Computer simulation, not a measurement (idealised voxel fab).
Herein follows the process module entitled voxel gate over fins.
Xsec cut, 205 nm wide, square cell size 5 nm.
A cross-section is written here as square cells arranged in a grid, and it is given in bands from the top down, each band taking up one or more rows of cells.
Read a band's entry like this: the first values are the height of its top and the height of its bottom in nm, and what follows is the sequence of materials from left to right, each with its width in nm. Note that "empty" is empty space, and that a single material marked "everywhere" reaches across the band from edge to edge.
Beneath 0, the wafer as received is one material, and that level is where height counting begins. The lowest band goes on downward without a bottom; it is written like "0 nm and below".
Think of "30 to 40" as a width that walks from the first number to the second as you go down the band, top row to bottom row, taking equal-sized steps from row to row.
"no change" for a step: no cell of the cross-section changed in that step.
Look at "Sealed voids" for the closed voids: empty spaces with no open path to the top, sized 8 cells or up. Each is width x height at distance, distance from the left edge, all nm.
after a step's settings: what the simulator itself notes on the step
If you see "overlay nm" on a step's line and that step has a mask, it's telling you how far right of where it was planned the mask ended up; a negative number means it went left instead.
Each pair of cross-sections that follows straddles one process step: the one shows the state before the step, the other the state after it, down to the lowest band that changed and no further. The step in question, and its settings, are given under the pair. Note that a pair is not necessarily a continuation of the pair above it, since pairs can come from different runs of this module on the same starting wafer; it is a continuation only where its entry headed "Before the process" says so.
# Before the process
- 15 nm to 10 nm = TiAl everywhere
- 10 nm to 5 nm = TiN 60; TiAl 5; TiN 35; TiAl 5; TiN 35; TiAl 5; TiN 60
- 5 nm to 0 nm = HfO2 55; TiN 5; TiAl 5; TiN 5; HfO2 25; TiN 5; TiAl 5; TiN 5; HfO2 25; TiN 5; TiAl 5; TiN 5; HfO2 55
- 0 nm to -5 nm = Si 50; HfO2 5; TiN 5; TiAl 5; TiN 5; HfO2 5; Si 15; HfO2 5; TiN 5; TiAl 5; TiN 5; HfO2 5; Si 15; HfO2 5; TiN 5; TiAl 5; TiN 5; HfO2 5; Si 50
- -5 nm to -10 nm = Si 50; HfO2 5; TiN 15; HfO2 5; Si 15; HfO2 5; TiN 15; HfO2 5; Si 15; HfO2 5; TiN 15; HfO2 5; Si 50
- -10 nm to -15 nm = Si 50; HfO2 25; Si 15; HfO2 25; Si 15; HfO2 25; Si 50
- -15 nm to -40 nm = Si 50; SiO2 25; Si 15; SiO2 25; Si 15; SiO2 25; Si 50
- -40 nm and below = Si everywhere
- Sealed voids: none
# Resulting Structure
- 20 nm to 15 nm = TiN everywhere
- below 15: unchanged
- Sealed voids: none
Quick note on the step between the two cross-sections above: CONFORMAL_DEP with material TiN, thk nm 5
Before the process: Please consult the pair immediately above; the cross-section it shows after its step is the state before this step.
# Resulting Structure
- 30 nm to 20 nm = W everywhere
- below 20: unchanged
- Sealed voids: none
Quick note on the step between the two cross-sections above: FILL_DEP with material W, thk nm 10
Before the process: Please consult the pair immediately above; the cross-section it shows after its step is the state before this step.
# Resulting Structure
- 25 nm to 20 nm = W everywhere
- below 20: unchanged
- Sealed voids: none
Quick note on the step between the two cross-sections above: CMP with height nm 25
Before the process: Please consult the pair immediately above; the cross-section it shows after its step is the state before this step.
# Resulting Structure
- 35 nm to 25 nm = SiCN everywhere
- below 25: unchanged
- Sealed voids: none
Quick note on the step between the two cross-sections above: CONFORMAL_DEP with material SiCN, thk nm 10
